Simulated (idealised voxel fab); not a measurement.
process module | voxel lift off
cross-section cut | 300 nm wide | cells 5 nm
A cross-section is a grid of square cells, given in bands from the top down. A band is one or more rows of cells.
Each band's line starts with the height of the band's top and of its bottom, in nm. Then come its materials from left to right, each with its width in nm. One material with "throughout" fills the band from edge to edge. "air" is empty space.
Height 0 is the level under which the wafer as received is all one material. The lowest band goes on downwards, as in "0 down".
A width such as "30 to 40" changes by the same amount from each row of cells to the next, from the band's top row to its bottom row.
"no change" after a step means that no cell of the cross-section changed.
closed voids: empty space of 8 cells or more with no open way to the top, each as width x height at its distance from the left edge, in nm
after a step's settings: what the simulator itself notes on the step
overlay nm, on a step with a mask: how far to the right of its planned place the mask lay; to the left if negative
plan
1 op RECEIVE | material Si
2 op CONFORMAL_DEP | material SiN | thk nm 5
3 op PATTERN | tone open | mask id LINES | material resist | width nm 15 | pitch nm 50 | thk nm 20 | overlay nm 0
4 op DIRECTIONAL_DEP | material Ru | thk nm 10
5 op STRIP | etch materials resist
6 op CONFORMAL_DEP | material SiN | thk nm 5
varied across the wafers: width nm of step 3. The plan shows the first wafer's value. All wafers start alike
first wafer as received, after step 1
  0 down: Si throughout
  closed voids: none
each wafer at the end: cells of each material gained (+) or lost (-) since it was received, then its closed voids
width nm 15 | +18 Ru | +132 SiN | closed voids: none
width nm 20 | +24 Ru | +132 SiN | closed voids: none
width nm 25 | +30 Ru | +132 SiN | closed voids: none
width nm 30 | +36 Ru | +132 SiN | closed voids: none
width nm 35 | +42 Ru | +132 SiN | closed voids: none
